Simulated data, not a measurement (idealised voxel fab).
A process module follows: voxel wiring stack.
The figure presents cross-section cut, which has a width of 205 nm and is divided into square cells with an edge length of 5 nm.
If you're reading a cross-section in this doc, picture square cells in a grid; it comes to you as bands, top ones listed first down to the bottom, and a band can be one or more rows of cells.
Band: top and bottom heights (nm) first, top before bottom; then materials from left to right, widths in nm. "everywhere" marks a sole material filling the band edge to edge. "empty" denotes empty space.
Ref level 0: as-received wafer is one material below here. Bottom band extends down with no lower bound ("0..down").
A width given as "30->40" starts at the first number in the band's top row and ends at the second number in its bottom row, shifting by an equal amount at every step from row to row.
A step reported as "nothing changed" is a step in which no cell of the cross-section changed.
If an empty space has no open way to the top and is at least 8 cells in size, "Entrapped void list" lists it, written width x height at distance, where distance is measured from the left edge and every value is in nm.
That trailing text on a step's line, after the settings, is the simulator's own remark on the step.
overlay nm: where the mask lay relative to plan, measured to the right, on steps with a mask; negatives go left.

The process steps that were planned are listed below
1 RECEIVE | material Si
2 CONFORMAL_DEP | material SiO2 | thk nm 10
3 CONFORMAL_DEP | material SiCN | thk nm 5
4 DIRECTIONAL_DEP | material SiO2 | thk nm 25
5 PATTERN | tone open | mask id METAL_1 | material resist | width nm 25 | pitch nm 40 | thk nm 15 | overlay nm 0
6 DIRECTIONAL_ETCH | etch materials SiO2 | depth nm 25
7 DIRECTIONAL_ETCH | etch materials SiCN | depth nm 5
8 STRIP | etch materials resist
9 CONFORMAL_DEP | material TiN | thk nm 5
10 FILL_DEP | material Cu | thk nm 5
11 CMP | height nm 40
12 EPI | material Ru | thk nm 5
13 FILL_DEP | material SiCN | thk nm 5
14 DIRECTIONAL_DEP | material SiO2 | thk nm 10
15 MASKED_ETCH | tone open | mask id PLUG_1 | width nm 15 | pitch nm 40 | etch materials SiO2 | depth nm 10 | overlay nm 0
16 MASKED_ETCH | tone open | mask id PLUG_1 | width nm 15 | pitch nm 40 | etch materials SiCN | depth nm 5 | overlay nm 0
17 EPI | material Ru | thk nm 10
18 EPI | material Ru | thk nm 5
19 CONFORMAL_DEP | material SiN | thk nm 5
20 DIRECTIONAL_DEP | material SiO2 | thk nm 25
21 MASKED_ETCH | tone open | mask id METAL_2 | width nm 25 | pitch nm 40 | etch materials SiO2 | depth nm 25 | overlay nm 0
22 MASKED_ETCH | tone open | mask id METAL_2 | width nm 25 | pitch nm 40 | etch materials SiN | depth nm 5 | overlay nm 0
23 CONFORMAL_DEP | material TiN | thk nm 5
24 FILL_DEP | material Cu | thk nm 5
25 CMP | height nm 90
26 CONFORMAL_DEP | material SiCN | thk nm 5
27 DIRECTIONAL_DEP | material lowk | thk nm 15
28 MASKED_ETCH | tone open | mask id PLUG_2 | width nm 15 | pitch nm 40 | etch materials lowk | depth nm 15 | overlay nm 0
29 MASKED_ETCH | tone open | mask id PLUG_2 | width nm 15 | pitch nm 40 | etch materials SiCN | depth nm 5 | overlay nm 0
30 EPI | material Ru | thk nm 10
31 EPI | material Ru | thk nm 10
32 CONFORMAL_DEP | material SiCN | thk nm 5
33 DIRECTIONAL_DEP | material lowk | thk nm 20
34 DIRECTIONAL_DEP | material aC | thk nm 15
35 PATTERN | tone open | mask id METAL_3 | material resist | width nm 25 | pitch nm 40 | thk nm 35 | overlay nm 0
36 DIRECTIONAL_ETCH | etch materials aC | depth nm 15
37 STRIP | etch materials resist
38 DIRECTIONAL_ETCH | etch materials lowk | depth nm 20
39 DIRECTIONAL_ETCH | etch materials SiCN | depth nm 5
40 STRIP | etch materials aC
41 CONFORMAL_DEP | material TiN | thk nm 5
42 FILL_DEP | material Cu | thk nm 10
43 CMP | height nm 135
44 CONFORMAL_DEP | material SiN | thk nm 5

As-received state of the wafer in cross-section, equivalent to post-step 1
0..down | Si everywhere
Entrapped void list: none

End-of-module cross-section of the first of two wafers, processed as planned
140..135 | SiN everywhere
135..115 | 30 lowk; 5 TiN; 15 Cu; 5 TiN; 15 lowk; 5 TiN; 15 Cu; 5 TiN; 15 lowk; 5 TiN; 15 Cu; 5 TiN; 15 lowk; 5 TiN; 15 Cu; 5 TiN; 30 lowk
115..110 | 30 SiCN; 25 TiN; 15 SiCN; 25 TiN; 15 SiCN; 25 TiN; 15 SiCN; 25 TiN; 30 SiCN
110..95 | 30 lowk; 15 Ru; 25 lowk; 15 Ru; 25 lowk; 15 Ru; 25 lowk; 15 Ru; 40 lowk
95..90 | 30 SiCN; 15 Ru; 25 SiCN; 15 Ru; 25 SiCN; 15 Ru; 25 SiCN; 15 Ru; 40 SiCN
90..65 | 30 SiO2; 5 TiN; 15 Cu; 5 TiN; 15 SiO2; 5 TiN; 15 Cu; 5 TiN; 15 SiO2; 5 TiN; 15 Cu; 5 TiN; 15 SiO2; 5 TiN; 15 Cu; 5 TiN; 30 SiO2
65..60 | 30 SiN; 25 TiN; 15 SiN; 25 TiN; 15 SiN; 25 TiN; 15 SiN; 25 TiN; 30 SiN
60..50 | 30 SiO2; 15 Ru; 25 SiO2; 15 Ru; 25 SiO2; 15 Ru; 25 SiO2; 15 Ru; 40 SiO2
50..40 | 30->25 SiCN; 15->35 Ru; 25->5 SiCN; 15->35 Ru; 25->5 SiCN; 15->35 Ru; 25->5 SiCN; 15->35 Ru; 40->25 SiCN
40..15 | 30 SiO2; 5 TiN; 15 Cu; 5 TiN; 15 SiO2; 5 TiN; 15 Cu; 5 TiN; 15 SiO2; 5 TiN; 15 Cu; 5 TiN; 15 SiO2; 5 TiN; 15 Cu; 5 TiN; 30 SiO2
15..10 | 30 SiCN; 25 TiN; 15 SiCN; 25 TiN; 15 SiCN; 25 TiN; 15 SiCN; 25 TiN; 30 SiCN
10..0 | SiO2 everywhere
0..down | Si everywhere
Entrapped void list: none

Wafer two, sectioned after the module: the first wafer's start, the first wafer's plan, and one mistake in how it was run
140..135 | SiN everywhere
135..115 | 30 lowk; 5 TiN; 15 Cu; 5 TiN; 15 lowk; 5 TiN; 15 Cu; 5 TiN; 15 lowk; 5 TiN; 15 Cu; 5 TiN; 15 lowk; 5 TiN; 15 Cu; 5 TiN; 30 lowk
115..110 | 30 SiCN; 25 TiN; 15 SiCN; 25 TiN; 15 SiCN; 25 TiN; 15 SiCN; 25 TiN; 30 SiCN
110..95 | 30 lowk; 15 Ru; 25 lowk; 15 Ru; 25 lowk; 15 Ru; 25 lowk; 15 Ru; 40 lowk
95..90 | 30 SiCN; 15 Ru; 25 SiCN; 15 Ru; 25 SiCN; 15 Ru; 25 SiCN; 15 Ru; 40 SiCN
90..65 | 35 SiO2; 5 TiN; 10 Cu; 5 TiN; 20 SiO2; 5 TiN; 10 Cu; 5 TiN; 20 SiO2; 5 TiN; 10 Cu; 5 TiN; 20 SiO2; 5 TiN; 10 Cu; 5 TiN; 30 SiO2
65..60 | 35 SiN; 20 TiN; 20 SiN; 20 TiN; 20 SiN; 20 TiN; 20 SiN; 20 TiN; 30 SiN
60..50 | 30 SiO2; 15 Ru; 25 SiO2; 15 Ru; 25 SiO2; 15 Ru; 25 SiO2; 15 Ru; 40 SiO2
50..40 | 30->25 SiCN; 15->35 Ru; 25->5 SiCN; 15->35 Ru; 25->5 SiCN; 15->35 Ru; 25->5 SiCN; 15->35 Ru; 40->25 SiCN
40..15 | 30 SiO2; 5 TiN; 15 Cu; 5 TiN; 15 SiO2; 5 TiN; 15 Cu; 5 TiN; 15 SiO2; 5 TiN; 15 Cu; 5 TiN; 15 SiO2; 5 TiN; 15 Cu; 5 TiN; 30 SiO2
15..10 | 30 SiCN; 25 TiN; 15 SiCN; 25 TiN; 15 SiCN; 25 TiN; 15 SiCN; 25 TiN; 30 SiCN
10..0 | SiO2 everywhere
0..down | Si everywhere
Entrapped void list: none
Deviation noted in wafer processing: step 21 did not happen as planned, as run it was MASKED_ETCH | tone open | mask id METAL_2 | width nm 20 | pitch nm 40 | etch materials SiO2 | depth nm 25 | overlay nm 0
Final wafer comparison in cells, second versus first, more or fewer per material: 20 fewer of Cu | 4 more of SiN | 20 more of SiO2 | 4 fewer of TiN
